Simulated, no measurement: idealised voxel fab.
process module | voxel capacitor over wiring
cross-section cut | 215 nm wide | cells 5 nm
A cross-section is a grid of square cells, given in bands from the top down. A band is one or more rows of cells.
Each band's line starts with the height of the band's top and of its bottom, in nm. Then come its materials from left to right, each with its width in nm. One material with "throughout" fills the band from edge to edge. "air" is empty space.
Height 0 is the level under which the wafer as received is all one material. The lowest band goes on downwards, as in "0 down".
A width such as "30 to 40" changes by the same amount from each row of cells to the next, from the band's top row to its bottom row.
"no change" after a step means that no cell of the cross-section changed.
closed voids: empty space of 8 cells or more with no open way to the top, each as width x height at its distance from the left edge, in nm
after a step's settings: what the simulator itself notes on the step
overlay nm, on a step with a mask: how far to the right of its planned place the mask lay; to the left if negative
plan
1 op RECEIVE | material Si
2 op CONFORMAL_DEP | material SiO2 | thk nm 15
3 op DIRECTIONAL_DEP | material TiN | thk nm 5
4 op DIRECTIONAL_DEP | material Ru | thk nm 25
5 op PATTERN | tone cover | mask id METAL_1 | material resist | width nm 20 | pitch nm 80 | thk nm 15 | overlay nm 0
6 op DIRECTIONAL_ETCH | etch materials Ru | depth nm 25
7 op DIRECTIONAL_ETCH | etch materials TiN | depth nm 5
8 op STRIP | etch materials resist
9 op FILL_DEP | material SiO2 | thk nm 5
10 op CMP | height nm 45
11 op CONFORMAL_DEP | material SiCN | thk nm 5
12 op DIRECTIONAL_DEP | material SiO2 | thk nm 10
13 op PATTERN | tone open | mask id PLUG_1 | material resist | width nm 15 | thk nm 15 | overlay nm 0
14 op DIRECTIONAL_ETCH | etch materials SiO2 | depth nm 10
15 op DIRECTIONAL_ETCH | etch materials SiCN | depth nm 5
16 op STRIP | etch materials resist
17 op EPI | material Ru | thk nm 10
18 op EPI | material Ru | thk nm 5
19 op DIRECTIONAL_DEP | material TiN | thk nm 10
20 op DIRECTIONAL_DEP | material Al2O3 | thk nm 5
21 op DIRECTIONAL_DEP | material TiN | thk nm 5
22 op DIRECTIONAL_DEP | material aC | thk nm 15
23 op PATTERN | tone cover | mask id UPPER_PLATE | material resist | width nm 65 | thk nm 30 | overlay nm 0
24 op DIRECTIONAL_ETCH | etch materials aC | depth nm 15
25 op STRIP | etch materials resist
26 op DIRECTIONAL_ETCH | etch materials TiN | depth nm 5
27 op DIRECTIONAL_ETCH | etch materials Al2O3 | depth nm 5
28 op STRIP | etch materials aC
29 op PATTERN | tone cover | mask id LOWER_PLATE | material resist | width nm 75 | thk nm 20 | overlay nm 0
30 op DIRECTIONAL_ETCH | etch materials TiN | depth nm 10
31 op STRIP | etch materials resist
32 op FILL_DEP | material SiO2 | thk nm 15
33 op CMP | height nm 90
34 op PATTERN | tone open | mask id PLUG_2 | material resist | width nm 15 | thk nm 15 | overlay nm 0
35 op DIRECTIONAL_ETCH | etch materials SiO2 | depth nm 10
36 op STRIP | etch materials resist
37 op CONFORMAL_DEP | material TiN | thk nm 5
38 op FILL_DEP | material W | thk nm 10
39 op CMP | height nm 90
40 op CONFORMAL_DEP | material SiCN | thk nm 5
as received, after step 1
  0 down: Si throughout
  closed voids: none
a wafer at the end: this start, this plan, one mistake
  95 to 90: SiCN throughout
  90 to 85: SiO2 70 | TiN 5 | W 5 | TiN 5 | SiO2 130
  85 to 80: SiO2 70 | TiN 15 | SiO2 130
  80 to 75: W throughout
  75 to 70: Al2O3 throughout
  70 to 60: TiN throughout
  60 to 50: SiO2 60 | Ru 15 | SiO2 140
  50 to 45: SiCN 60 | Ru 15 | SiCN 140
  45 to 20: SiO2 55 | Ru 20 | SiO2 60 | Ru 20 | SiO2 60
  20 to 15: SiO2 55 | TiN 20 | SiO2 60 | TiN 20 | SiO2 60
  15 to 0: SiO2 throughout
  0 down: Si throughout
  closed voids: none
what went wrong: step 21 ran as: op DIRECTIONAL_DEP | material W | thk nm 5
